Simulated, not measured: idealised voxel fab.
The following process module bears the name voxel capacitor over wiring.
Displayed cross-section: cut, width of 150 nm, square cells sized 5 nm.
A cross-section in this document is a grid of square cells, and it is written down as bands, the top band listed before the ones below it; a band is made up of one or more rows of cells. Per band: top height and bottom height in nm, followed by the left-to-right materials and their widths in nm; "edge to edge" marks a single material spanning edge to edge, "empty" marks empty space. Below 0: as-received wafer, all one material; heights counted from there. Lowest band: no bottom, goes on down, written "top 0, no bottom". The notation "30 to 40" denotes a width that varies across the rows of cells in the band, beginning at the first number in the top row, finishing at the second number in the bottom row, and changing by an identical amount from each row to the next. "nothing changed" for a step: no cell of the cross-section changed in that step. Reported under the label "Cavities, closed" are the empty spaces having no open way to the top and comprising 8 cells or more; the notation for each is width x height at distance, in which the distance is measured from the left edge and all three values are in nm. Formally, on a step line, whatever follows the settings is a remark that the simulator itself makes on the step. "overlay nm" on a masked step: distance the mask lay right of its planned place, negative for left.

Steps in the process plan
1: RECEIVE | material Si
2: CONFORMAL_DEP | material SiO2 | thk nm 15
3: CONFORMAL_DEP | material SiN | thk nm 5
4: DIRECTIONAL_DEP | material lowk | thk nm 25
5: PATTERN | tone open | mask id METAL_1 | material resist | width nm 25 | pitch nm 95 | thk nm 20 | overlay nm 0
6: DIRECTIONAL_ETCH | etch materials lowk | depth nm 25
7: DIRECTIONAL_ETCH | etch materials SiN | depth nm 5
8: STRIP | etch materials resist
9: CONFORMAL_DEP | material TiN | thk nm 5
10: FILL_DEP | material Cu | thk nm 10
11: CMP | height nm 45
12: CONFORMAL_DEP | material SiCN | thk nm 5
13: DIRECTIONAL_DEP | material lowk | thk nm 20
14: DIRECTIONAL_DEP | material aC | thk nm 15
15: PATTERN | tone open | mask id PLUG_1 | material resist | width nm 15 | thk nm 35 | overlay nm 0
16: DIRECTIONAL_ETCH | etch materials aC | depth nm 15
17: STRIP | etch materials resist
18: DIRECTIONAL_ETCH | etch materials lowk | depth nm 20
19: DIRECTIONAL_ETCH | etch materials SiCN | depth nm 5
20: STRIP | etch materials aC
21: CONFORMAL_DEP | material TiN | thk nm 5
22: FILL_DEP | material Ru | thk nm 10
23: CMP | height nm 70
24: DIRECTIONAL_DEP | material TiN | thk nm 5
25: DIRECTIONAL_DEP | material Al2O3 | thk nm 5
26: DIRECTIONAL_DEP | material TiN | thk nm 10
27: DIRECTIONAL_DEP | material aC | thk nm 10
28: PATTERN | tone cover | mask id UPPER_PLATE | material resist | width nm 75 | thk nm 30 | overlay nm 0
29: DIRECTIONAL_ETCH | etch materials aC | depth nm 10
30: STRIP | etch materials resist
31: DIRECTIONAL_ETCH | etch materials TiN | depth nm 10
32: DIRECTIONAL_ETCH | etch materials Al2O3 | depth nm 5
33: STRIP | etch materials aC
34: MASKED_ETCH | tone cover | mask id LOWER_PLATE | width nm 85 | etch materials TiN | depth nm 5 | overlay nm 0
35: FILL_DEP | material SiO2 | thk nm 20
36: CMP | height nm 105
37: DIRECTIONAL_DEP | material aC | thk nm 15
38: PATTERN | tone open | mask id PLUG_2 | material resist | width nm 15 | thk nm 30 | overlay nm 0
39: DIRECTIONAL_ETCH | etch materials aC | depth nm 15
40: STRIP | etch materials resist
41: DIRECTIONAL_ETCH | etch materials SiO2 | depth nm 15
42: STRIP | etch materials aC
43: CONFORMAL_DEP | material TiN | thk nm 5
44: FILL_DEP | material Cu | thk nm 10
45: CMP | height nm 105
46: CONFORMAL_DEP | material SiN | thk nm 5

First wafer, as planned

Here's what the wafer looked like in cross-section when it arrived - that's after step 1
top 0, no bottom: Si edge to edge
Cavities, closed: none

Once step 2 is through, the wafer looks like this in cross-section
top 15, bottom 0: SiO2 edge to edge
Nothing below the height 0 has changed.

Once step 3 is through, the wafer looks like this in cross-section
top 20, bottom 15: SiN edge to edge
Nothing below the height 15 has changed.

Once step 4 is through, the wafer looks like this in cross-section
top 45, bottom 20: lowk edge to edge
Nothing below the height 20 has changed.

Once step 5 is through, the wafer looks like this in cross-section
top 65, bottom 45: resist 15  empty 25  resist 70  empty 25  resist 15
Nothing below the height 45 has changed.

Once step 6 is through, the wafer looks like this in cross-section
top 65, bottom 45: resist 15  empty 25  resist 70  empty 25  resist 15
top 45, bottom 20: lowk 15  empty 25  lowk 70  empty 25  lowk 15
Nothing below the height 20 has changed.

Once step 7 is through, the wafer looks like this in cross-section
top 65, bottom 45: resist 15  empty 25  resist 70  empty 25  resist 15
top 45, bottom 20: lowk 15  empty 25  lowk 70  empty 25  lowk 15
top 20, bottom 15: SiN 15  empty 25  SiN 70  empty 25  SiN 15
Nothing below the height 15 has changed.

Once step 8 is through, the wafer looks like this in cross-section
top 45, bottom 20: lowk 15  empty 25  lowk 70  empty 25  lowk 15
Nothing below the height 20 has changed.

Once step 9 is through, the wafer looks like this in cross-section
top 50, bottom 45: TiN 20  empty 15  TiN 80  empty 15  TiN 20
top 45, bottom 20: lowk 15  TiN 5  empty 15  TiN 5  lowk 70  TiN 5  empty 15  TiN 5  lowk 15
top 20, bottom 15: SiN 15  TiN 25  SiN 70  TiN 25  SiN 15
Nothing below the height 15 has changed.

Once step 10 is through, the wafer looks like this in cross-section
top 60, bottom 50: Cu edge to edge
top 50, bottom 45: TiN 20  Cu 15  TiN 80  Cu 15  TiN 20
top 45, bottom 20: lowk 15  TiN 5  Cu 15  TiN 5  lowk 70  TiN 5  Cu 15  TiN 5  lowk 15
Nothing below the height 20 has changed.

Once step 11 is through, the wafer looks like this in cross-section
top 45, bottom 20: lowk 15  TiN 5  Cu 15  TiN 5  lowk 70  TiN 5  Cu 15  TiN 5  lowk 15
Nothing below the height 20 has changed.

Once step 12 is through, the wafer looks like this in cross-section
top 50, bottom 45: SiCN edge to edge
Nothing below the height 45 has changed.

Once step 13 is through, the wafer looks like this in cross-section
top 70, bottom 50: lowk edge to edge
Nothing below the height 50 has changed.

Once step 14 is through, the wafer looks like this in cross-section
top 85, bottom 70: aC edge to edge
Nothing below the height 70 has changed.

Once step 15 is through, the wafer looks like this in cross-section
top 120, bottom 85: resist 25  empty 15  resist 110
Nothing below the height 85 has changed.

Once step 16 is through, the wafer looks like this in cross-section
top 105, bottom 85: resist 25  empty 15  resist 110
top 85, bottom 70: aC 25  empty 15  aC 110
Nothing below the height 70 has changed.

Once step 17 is through, the wafer looks like this in cross-section
top 85, bottom 70: aC 25  empty 15  aC 110
Nothing below the height 70 has changed.

Once step 18 is through, the wafer looks like this in cross-section
top 85, bottom 70: aC 25  empty 15  aC 110
top 70, bottom 50: lowk 25  empty 15  lowk 110
Nothing below the height 50 has changed.

Once step 19 is through, the wafer looks like this in cross-section
top 85, bottom 70: aC 25  empty 15  aC 110
top 70, bottom 50: lowk 25  empty 15  lowk 110
top 50, bottom 45: SiCN 25  empty 15  SiCN 110
Nothing below the height 45 has changed.

Once step 20 is through, the wafer looks like this in cross-section
top 70, bottom 50: lowk 25  empty 15  lowk 110
Nothing below the height 50 has changed.

Once step 21 is through, the wafer looks like this in cross-section
top 75, bottom 70: TiN 30  empty 5  TiN 115
top 70, bottom 50: lowk 25  TiN 5  empty 5  TiN 5  lowk 110
top 50, bottom 45: SiCN 25  TiN 15  SiCN 110
Nothing below the height 45 has changed.

Once step 22 is through, the wafer looks like this in cross-section
top 85, bottom 75: Ru edge to edge
top 75, bottom 70: TiN 30  Ru 5  TiN 115
top 70, bottom 50: lowk 25  TiN 5  Ru 5  TiN 5  lowk 110
Nothing below the height 50 has changed.

Once step 23 is through, the wafer looks like this in cross-section
top 70, bottom 50: lowk 25  TiN 5  Ru 5  TiN 5  lowk 110
Nothing below the height 50 has changed.

Once step 24 is through, the wafer looks like this in cross-section
top 75, bottom 70: TiN edge to edge
Nothing below the height 70 has changed.

Once step 25 is through, the wafer looks like this in cross-section
top 80, bottom 75: Al2O3 edge to edge
Nothing below the height 75 has changed.

Once step 26 is through, the wafer looks like this in cross-section
top 90, bottom 80: TiN edge to edge
Nothing below the height 80 has changed.

Once step 27 is through, the wafer looks like this in cross-section
top 100, bottom 90: aC edge to edge
Nothing below the height 90 has changed.

Once step 28 is through, the wafer looks like this in cross-section
top 130, bottom 100: empty 25  resist 75  empty 50
Nothing below the height 100 has changed.

Once step 29 is through, the wafer looks like this in cross-section
top 120, bottom 100: empty 25  resist 75  empty 50
top 100, bottom 90: empty 25  aC 75  empty 50
Nothing below the height 90 has changed.

Once step 30 is through, the wafer looks like this in cross-section
top 100, bottom 90: empty 25  aC 75  empty 50
Nothing below the height 90 has changed.

Once step 31 is through, the wafer looks like this in cross-section
top 100, bottom 90: empty 25  aC 75  empty 50
top 90, bottom 80: empty 25  TiN 75  empty 50
Nothing below the height 80 has changed.

Once step 32 is through, the wafer looks like this in cross-section
top 100, bottom 90: empty 25  aC 75  empty 50
top 90, bottom 80: empty 25  TiN 75  empty 50
top 80, bottom 75: empty 25  Al2O3 75  empty 50
Nothing below the height 75 has changed.

Once step 33 is through, the wafer looks like this in cross-section
top 90, bottom 80: empty 25  TiN 75  empty 50
Nothing below the height 80 has changed.

Once step 34 is through, the wafer looks like this in cross-section
top 90, bottom 80: empty 25  TiN 75  empty 50
top 80, bottom 75: empty 25  Al2O3 75  empty 50
top 75, bottom 70: empty 20  TiN 85  empty 45
Nothing below the height 70 has changed.

Once step 35 is through, the wafer looks like this in cross-section
top 110, bottom 90: SiO2 edge to edge
top 90, bottom 80: SiO2 25  TiN 75  SiO2 50
top 80, bottom 75: SiO2 25  Al2O3 75  SiO2 50
top 75, bottom 70: SiO2 20  TiN 85  SiO2 45
Nothing below the height 70 has changed.

Once step 36 is through, the wafer looks like this in cross-section
top 105, bottom 90: SiO2 edge to edge
Nothing below the height 90 has changed.

Once step 37 is through, the wafer looks like this in cross-section
top 120, bottom 105: aC edge to edge
Nothing below the height 105 has changed.

Once step 38 is through, the wafer looks like this in cross-section
top 150, bottom 120: resist 35  empty 15  resist 100
Nothing below the height 120 has changed.

Once step 39 is through, the wafer looks like this in cross-section
top 135, bottom 120: resist 35  empty 15  resist 100
top 120, bottom 105: aC 35  empty 15  aC 100
Nothing below the height 105 has changed.

Once step 40 is through, the wafer looks like this in cross-section
top 120, bottom 105: aC 35  empty 15  aC 100
Nothing below the height 105 has changed.

Once step 41 is through, the wafer looks like this in cross-section
top 120, bottom 105: aC 35  empty 15  aC 100
top 105, bottom 90: SiO2 35  empty 15  SiO2 100
Nothing below the height 90 has changed.

Once step 42 is through, the wafer looks like this in cross-section
top 105, bottom 90: SiO2 35  empty 15  SiO2 100
Nothing below the height 90 has changed.

Once step 43 is through, the wafer looks like this in cross-section
top 110, bottom 105: TiN 40  empty 5  TiN 105
top 105, bottom 95: SiO2 35  TiN 5  empty 5  TiN 5  SiO2 100
top 95, bottom 90: SiO2 35  TiN 15  SiO2 100
Nothing below the height 90 has changed.

Once step 44 is through, the wafer looks like this in cross-section
top 120, bottom 110: Cu edge to edge
top 110, bottom 105: TiN 40  Cu 5  TiN 105
top 105, bottom 95: SiO2 35  TiN 5  Cu 5  TiN 5  SiO2 100
Nothing below the height 95 has changed.

Once step 45 is through, the wafer looks like this in cross-section
top 105, bottom 95: SiO2 35  TiN 5  Cu 5  TiN 5  SiO2 100
Nothing below the height 95 has changed.

Once step 46 is through, the wafer looks like this in cross-section
top 110, bottom 105: SiN edge to edge
Nothing below the height 105 has changed.

Wafer two of two - same starting point, same process plan, one mistake in execution; matches wafer one up to and including step 1

Cross-section, second wafer, at the end time the plan gives for step 2
top 30, bottom 0: SiO2 edge to edge
Nothing below the height 0 has changed.

Cross-section, second wafer, at the end time the plan gives for step 3
top 35, bottom 30: SiN edge to edge
Nothing below the height 30 has changed.

Cross-section, second wafer, at the end time the plan gives for step 4
top 60, bottom 35: lowk edge to edge
Nothing below the height 35 has changed.

Cross-section, second wafer, at the end time the plan gives for step 5
top 80, bottom 60: resist 15  empty 25  resist 70  empty 25  resist 15
Nothing below the height 60 has changed.

Cross-section, second wafer, at the end time the plan gives for step 6
top 80, bottom 60: resist 15  empty 25  resist 70  empty 25  resist 15
top 60, bottom 35: lowk 15  empty 25  lowk 70  empty 25  lowk 15
Nothing below the height 35 has changed.

Cross-section, second wafer, at the end time the plan gives for step 7
top 80, bottom 60: resist 15  empty 25  resist 70  empty 25  resist 15
top 60, bottom 35: lowk 15  empty 25  lowk 70  empty 25  lowk 15
top 35, bottom 30: SiN 15  empty 25  SiN 70  empty 25  SiN 15
Nothing below the height 30 has changed.

Cross-section, second wafer, at the end time the plan gives for step 8
top 60, bottom 35: lowk 15  empty 25  lowk 70  empty 25  lowk 15
Nothing below the height 35 has changed.

Cross-section, second wafer, at the end time the plan gives for step 9
top 65, bottom 60: TiN 20  empty 15  TiN 80  empty 15  TiN 20
top 60, bottom 35: lowk 15  TiN 5  empty 15  TiN 5  lowk 70  TiN 5  empty 15  TiN 5  lowk 15
top 35, bottom 30: SiN 15  TiN 25  SiN 70  TiN 25  SiN 15
Nothing below the height 30 has changed.

Cross-section, second wafer, at the end time the plan gives for step 10
top 75, bottom 65: Cu edge to edge
top 65, bottom 60: TiN 20  Cu 15  TiN 80  Cu 15  TiN 20
top 60, bottom 35: lowk 15  TiN 5  Cu 15  TiN 5  lowk 70  TiN 5  Cu 15  TiN 5  lowk 15
Nothing below the height 35 has changed.

Cross-section, second wafer, at the end time the plan gives for step 11
top 45, bottom 35: lowk 15  TiN 5  Cu 15  TiN 5  lowk 70  TiN 5  Cu 15  TiN 5  lowk 15
Nothing below the height 35 has changed.

Cross-section, second wafer, at the end time the plan gives for step 12
top 50, bottom 45: SiCN edge to edge
Nothing below the height 45 has changed.

Cross-section, second wafer, at the end time the plan gives for step 13
top 70, bottom 50: lowk edge to edge
Nothing below the height 50 has changed.

Cross-section, second wafer, at the end time the plan gives for step 14
top 85, bottom 70: aC edge to edge
Nothing below the height 70 has changed.

Cross-section, second wafer, at the end time the plan gives for step 15
top 120, bottom 85: resist 25  empty 15  resist 110
Nothing below the height 85 has changed.

Cross-section, second wafer, at the end time the plan gives for step 16
top 105, bottom 85: resist 25  empty 15  resist 110
top 85, bottom 70: aC 25  empty 15  aC 110
Nothing below the height 70 has changed.

Cross-section, second wafer, at the end time the plan gives for step 17
top 85, bottom 70: aC 25  empty 15  aC 110
Nothing below the height 70 has changed.

Cross-section, second wafer, at the end time the plan gives for step 18
top 85, bottom 70: aC 25  empty 15  aC 110
top 70, bottom 50: lowk 25  empty 15  lowk 110
Nothing below the height 50 has changed.

Cross-section, second wafer, at the end time the plan gives for step 19
top 85, bottom 70: aC 25  empty 15  aC 110
top 70, bottom 50: lowk 25  empty 15  lowk 110
top 50, bottom 45: SiCN 25  empty 15  SiCN 110
Nothing below the height 45 has changed.

Cross-section, second wafer, at the end time the plan gives for step 20
top 70, bottom 50: lowk 25  empty 15  lowk 110
Nothing below the height 50 has changed.

Cross-section, second wafer, at the end time the plan gives for step 21
top 75, bottom 70: TiN 30  empty 5  TiN 115
top 70, bottom 50: lowk 25  TiN 5  empty 5  TiN 5  lowk 110
top 50, bottom 45: SiCN 25  TiN 15  SiCN 110
Nothing below the height 45 has changed.

Cross-section, second wafer, at the end time the plan gives for step 22
top 85, bottom 75: Ru edge to edge
top 75, bottom 70: TiN 30  Ru 5  TiN 115
top 70, bottom 50: lowk 25  TiN 5  Ru 5  TiN 5  lowk 110
Nothing below the height 50 has changed.

Cross-section, second wafer, at the end time the plan gives for step 23
top 70, bottom 50: lowk 25  TiN 5  Ru 5  TiN 5  lowk 110
Nothing below the height 50 has changed.

Cross-section, second wafer, at the end time the plan gives for step 24
top 75, bottom 70: TiN edge to edge
Nothing below the height 70 has changed.

Cross-section, second wafer, at the end time the plan gives for step 25
top 80, bottom 75: Al2O3 edge to edge
Nothing below the height 75 has changed.

Cross-section, second wafer, at the end time the plan gives for step 26
top 90, bottom 80: TiN edge to edge
Nothing below the height 80 has changed.

Cross-section, second wafer, at the end time the plan gives for step 27
top 100, bottom 90: aC edge to edge
Nothing below the height 90 has changed.

Cross-section, second wafer, at the end time the plan gives for step 28
top 130, bottom 100: empty 25  resist 75  empty 50
Nothing below the height 100 has changed.

Cross-section, second wafer, at the end time the plan gives for step 29
top 120, bottom 100: empty 25  resist 75  empty 50
top 100, bottom 90: empty 25  aC 75  empty 50
Nothing below the height 90 has changed.

Cross-section, second wafer, at the end time the plan gives for step 30
top 100, bottom 90: empty 25  aC 75  empty 50
Nothing below the height 90 has changed.

Cross-section, second wafer, at the end time the plan gives for step 31
top 100, bottom 90: empty 25  aC 75  empty 50
top 90, bottom 80: empty 25  TiN 75  empty 50
Nothing below the height 80 has changed.

Cross-section, second wafer, at the end time the plan gives for step 32
top 100, bottom 90: empty 25  aC 75  empty 50
top 90, bottom 80: empty 25  TiN 75  empty 50
top 80, bottom 75: empty 25  Al2O3 75  empty 50
Nothing below the height 75 has changed.

Cross-section, second wafer, at the end time the plan gives for step 33
top 90, bottom 80: empty 25  TiN 75  empty 50
Nothing below the height 80 has changed.

Cross-section, second wafer, at the end time the plan gives for step 34
top 90, bottom 80: empty 25  TiN 75  empty 50
top 80, bottom 75: empty 25  Al2O3 75  empty 50
top 75, bottom 70: empty 20  TiN 85  empty 45
Nothing below the height 70 has changed.

Cross-section, second wafer, at the end time the plan gives for step 35
top 110, bottom 90: SiO2 edge to edge
top 90, bottom 80: SiO2 25  TiN 75  SiO2 50
top 80, bottom 75: SiO2 25  Al2O3 75  SiO2 50
top 75, bottom 70: SiO2 20  TiN 85  SiO2 45
Nothing below the height 70 has changed.

Cross-section, second wafer, at the end time the plan gives for step 36
top 105, bottom 90: SiO2 edge to edge
Nothing below the height 90 has changed.

Cross-section, second wafer, at the end time the plan gives for step 37
top 120, bottom 105: aC edge to edge
Nothing below the height 105 has changed.

Cross-section, second wafer, at the end time the plan gives for step 38
top 150, bottom 120: resist 35  empty 15  resist 100
Nothing below the height 120 has changed.

Cross-section, second wafer, at the end time the plan gives for step 39
top 135, bottom 120: resist 35  empty 15  resist 100
top 120, bottom 105: aC 35  empty 15  aC 100
Nothing below the height 105 has changed.

Cross-section, second wafer, at the end time the plan gives for step 40
top 120, bottom 105: aC 35  empty 15  aC 100
Nothing below the height 105 has changed.

Cross-section, second wafer, at the end time the plan gives for step 41
top 120, bottom 105: aC 35  empty 15  aC 100
top 105, bottom 90: SiO2 35  empty 15  SiO2 100
Nothing below the height 90 has changed.

Cross-section, second wafer, at the end time the plan gives for step 42
top 105, bottom 90: SiO2 35  empty 15  SiO2 100
Nothing below the height 90 has changed.

Cross-section, second wafer, at the end time the plan gives for step 43
top 110, bottom 105: TiN 40  empty 5  TiN 105
top 105, bottom 95: SiO2 35  TiN 5  empty 5  TiN 5  SiO2 100
top 95, bottom 90: SiO2 35  TiN 15  SiO2 100
Nothing below the height 90 has changed.

Cross-section, second wafer, at the end time the plan gives for step 44
top 120, bottom 110: Cu edge to edge
top 110, bottom 105: TiN 40  Cu 5  TiN 105
top 105, bottom 95: SiO2 35  TiN 5  Cu 5  TiN 5  SiO2 100
Nothing below the height 95 has changed.

Cross-section, second wafer, at the end time the plan gives for step 45
top 105, bottom 95: SiO2 35  TiN 5  Cu 5  TiN 5  SiO2 100
Nothing below the height 95 has changed.

Cross-section, second wafer, at the end time the plan gives for step 46
top 110, bottom 105: SiN edge to edge
Nothing below the height 105 has changed.
Nonconformance to the process plan: step 2 of the plan was carried out twice
The closing comparison, in cells, has the second wafer with more or fewer of some materials than the first: -18 Cu, +90 SiO2, -12 TiN, -60 lowk
